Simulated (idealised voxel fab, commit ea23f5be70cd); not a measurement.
voxel wiring stack: a process module
For reference, the cross-section in this document is cut, with width 285 nm and square cells of 5 nm.
This document writes a cross-section as a grid whose cells are square, and gives it as bands, listed from the top down; one or more rows of cells form a band. In this notation a band is specified by the heights of its top and bottom, in that order and in nm, after which its materials appear from left to right, each paired with its width in nm. The word "throughout" attached to a single material means that material fills the band from edge to edge; the word "blank" stands for empty space. Note: height 0 marks the level under which the wafer is uniformly one material as received. Lowest band unbounded below, written "0 and below". Width "30..40": first value at the band's top row of cells, second value at its bottom row, equal change from row to row. "changes: none", as given for a step, is the statement that not any cell of the cross-section underwent a change during that step. Entry "Closed internal cavities". Content: empty spaces with no open connection to the top, size 8 cells or greater. Each: width x height at distance. Distance: from left edge. Unit: nm. Where a step's line continues beyond its settings, the continuation is a remark by the simulator itself on that step. "overlay nm" answers the question of how far to the right of plan the mask lay on a step that has a mask, and when it is negative the answer is to the left.

### Set out below are the planned steps of the process
1) RECEIVE (material Si)
2) CONFORMAL_DEP (material SiO2; thk nm 15)
3) DIRECTIONAL_DEP (material TiN; thk nm 5)
4) DIRECTIONAL_DEP (material Ru; thk nm 15)
5) MASKED_ETCH (tone cover; mask id METAL_1; width nm 20; pitch nm 40; etch materials Ru; depth nm 15; overlay nm 0)
6) MASKED_ETCH (tone cover; mask id METAL_1; width nm 20; pitch nm 40; etch materials TiN; depth nm 5; overlay nm 0)
7) CONFORMAL_DEP (material SiN; thk nm 5)
8) FILL_DEP (material SiO2; thk nm 5)
9) CMP (height nm 35)
10) CONFORMAL_DEP (material SiCN; thk nm 5)
11) DIRECTIONAL_DEP (material SiO2; thk nm 30)
12) MASKED_ETCH (tone open; mask id METAL_2; width nm 20; pitch nm 40; etch materials SiO2; depth nm 20; overlay nm 0)
13) MASKED_ETCH (tone open; mask id METAL_2_HOLES; width nm 15; pitch nm 40; etch materials SiO2; depth nm 10; overlay nm 0)
14) MASKED_ETCH (tone open; mask id METAL_2_HOLES; width nm 15; pitch nm 40; etch materials SiCN; depth nm 5; overlay nm 0)
15) CONFORMAL_DEP (material TiN; thk nm 5)
16) FILL_DEP (material Ru; thk nm 10)
17) CMP (height nm 70)
18) CONFORMAL_DEP (material SiCN; thk nm 5)

### As-received wafer cross-section (after step 1)
	0 and below: Si throughout
	Closed internal cavities: none

### Post-module cross-section of the first of two wafers (run per plan)
	75 down to 70: SiCN throughout
	70 down to 55: SiO2=70; TiN=5; Ru=10; TiN=5; SiO2=20; TiN=5; Ru=10; TiN=5; SiO2=20; TiN=5; Ru=10; TiN=5; SiO2=20; TiN=5; Ru=10; TiN=5; SiO2=75
	55 down to 50: SiO2=70; TiN=5; Ru=5; TiN=10; SiO2=20; TiN=5; Ru=5; TiN=10; SiO2=20; TiN=5; Ru=5; TiN=10; SiO2=20; TiN=5; Ru=5; TiN=10; SiO2=75
	50 down to 40: SiO2=70; TiN=5; Ru=5; TiN=5; SiO2=25; TiN=5; Ru=5; TiN=5; SiO2=25; TiN=5; Ru=5; TiN=5; SiO2=25; TiN=5; Ru=5; TiN=5; SiO2=80
	40 down to 35: SiCN=70; TiN=15; SiCN=25; TiN=15; SiCN=25; TiN=15; SiCN=25; TiN=15; SiCN=80
	35 down to 20: SiO2=65; SiN=5; Ru=20; SiN=5; SiO2=10; SiN=5; Ru=20; SiN=5; SiO2=10; SiN=5; Ru=20; SiN=5; SiO2=10; SiN=5; Ru=20; SiN=5; SiO2=70
	20 down to 15: SiN=70; TiN=20; SiN=20; TiN=20; SiN=20; TiN=20; SiN=20; TiN=20; SiN=75
	15 down to 0: SiO2 throughout
	0 and below: Si throughout
	Closed internal cavities: none

### Presented here is a cross-section of the second of the two wafers as it stood at the end of the module. It was started in the same manner and assigned the same plan as the first wafer; however, one mistake was made in its execution
	75 down to 70: SiCN throughout
	70 down to 55: SiO2=70; TiN=5; Ru=10; TiN=5; SiO2=20; TiN=5; Ru=10; TiN=5; SiO2=20; TiN=5; Ru=10; TiN=5; SiO2=20; TiN=5; Ru=10; TiN=5; SiO2=75
	55 down to 50: SiO2=70; TiN=5; Ru=5; TiN=10; SiO2=20; TiN=5; Ru=5; TiN=10; SiO2=20; TiN=5; Ru=5; TiN=10; SiO2=20; TiN=5; Ru=5; TiN=10; SiO2=75
	50 down to 40: SiO2=70; TiN=5; Ru=5; TiN=5; SiO2=25; TiN=5; Ru=5; TiN=5; SiO2=25; TiN=5; Ru=5; TiN=5; SiO2=25; TiN=5; Ru=5; TiN=5; SiO2=80
	40 down to 35: SiCN=70; TiN=15; SiCN=25; TiN=15; SiCN=25; TiN=15; SiCN=25; TiN=15; SiCN=80
	35 down to 25: SiO2=65; SiN=5; Ru=20; SiN=5; SiO2=10; SiN=5; Ru=20; SiN=5; SiO2=10; SiN=5; Ru=20; SiN=5; SiO2=10; SiN=5; Ru=20; SiN=5; SiO2=70
	25 down to 20: SiN=70; Ru=20; SiN=20; Ru=20; SiN=20; Ru=20; SiN=20; Ru=20; SiN=75
	20 down to 15: SiN throughout
	15 down to 0: SiO2 throughout
	0 and below: Si throughout
	Closed internal cavities: none
Heads up, the wafer didn't run the way we planned it: in deviation from the planned setting, step 3 was conducted as DIRECTIONAL_DEP (material SiN; thk nm 5)
at the end the second wafer has, in cells: 49 more of SiN; 33 fewer of SiO2; 16 fewer of TiN
